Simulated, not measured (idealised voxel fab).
Documented hereafter: the process module known as voxel ribs on slabs.
FYI the section here is cut, 145 nm wide, cells are 5 nm squares.
Cross-section spec: square-cell grid; bands listed top down; each band is one or more rows. Quick guide to a band line: top height, bottom height (nm) up front; then every material left to right with its width in nm. Only one material and it's marked "throughout"? Then it fills the band edge to edge. And "blank" just means empty space. The level at which height equals 0 is the one under which the wafer, as it arrives, is entirely one material. No lower edge exists for the bottom band, which continues downward and is notated as in "0 nm and below". A two-number width, for instance "30 to 40", indicates that the width is equal to the first number in the top row of the band and to the second number in the bottom row, and that it changes by a constant amount per row of cells. The designation "remains unaltered", where it is given for a processing step, indicates that no cell of the cross-section was altered in the course of that step. Basically, "Sealed internal voids" tells you about the enclosed voids: empty spaces with no open way to the top, 8 cells or bigger, each written width x height at distance, where distance is from the left edge, all in nm. The remark found on a step's line after its settings is issued by the simulator itself and pertains to that step. A step's line can hold "overlay nm"; with a mask on that step, the setting says how far right of the planned place the mask lay, while a negative setting says it lay to the left.
[Process steps foreseen in the plan]
step 1: RECEIVE | material Si
step 2: DIRECTIONAL_DEP | material SiO2 | thk nm 25
step 3: DIRECTIONAL_DEP | material polySi | thk nm 20
step 4: DIRECTIONAL_DEP | material aC | thk nm 15
step 5: PATTERN | tone cover | mask id RIB | material resist | width nm 30 | thk nm 30 | overlay nm 0
step 6: DIRECTIONAL_ETCH | etch materials aC | depth nm 15
step 7: STRIP | etch materials resist
step 8: DIRECTIONAL_ETCH | etch materials polySi | depth nm 10
step 9: STRIP | etch materials aC
step 10: DIRECTIONAL_DEP | material aC | thk nm 10
step 11: PATTERN | tone cover | mask id SLAB | material resist | width nm 80 | thk nm 25 | overlay nm 0
step 12: DIRECTIONAL_ETCH | etch materials aC | depth nm 10
step 13: STRIP | etch materials resist
step 14: DIRECTIONAL_ETCH | etch materials polySi | depth nm 10
step 15: STRIP | etch materials aC
step 16: FILL_DEP | material SiO2 | thk nm 20
step 17: CMP | height nm 55
step 18: DIRECTIONAL_DEP | material W | thk nm 5
step 19: DIRECTIONAL_DEP | material aC | thk nm 15
step 20: PATTERN | tone cover | mask id HEATER | material resist | width nm 40 | thk nm 30 | overlay nm 0
step 21: DIRECTIONAL_ETCH | etch materials aC | depth nm 15
step 22: STRIP | etch materials resist
step 23: DIRECTIONAL_ETCH | etch materials W | depth nm 5
step 24: STRIP | etch materials aC
step 25: CONFORMAL_DEP | material SiO2 | thk nm 10
[Step 1 complete: cross-section of the wafer as received]
- 0 nm and below: Si throughout
- Sealed internal voids: none
[This is how the wafer looks in cross-section once the module is done, given the starting state and plan above and one mistake in carrying the plan out]
- 70 nm to 65 nm: 60 SiO2 | 20 blank | 65 SiO2
- 65 nm to 60 nm: SiO2 throughout
- 60 nm to 55 nm: 50 W | 40 SiO2 | 55 W
- 55 nm to 45 nm: SiO2 throughout
- 45 nm to 35 nm: 55 SiO2 | 30 polySi | 60 SiO2
- 35 nm to 25 nm: 30 SiO2 | 80 polySi | 35 SiO2
- 25 nm to 0 nm: SiO2 throughout
- 0 nm and below: Si throughout
- Sealed internal voids: none
Deviation noted in wafer processing: step 20 off recipe, ran as PATTERN | tone open | mask id HEATER | material resist | width nm 40 | thk nm 30 | overlay nm 0
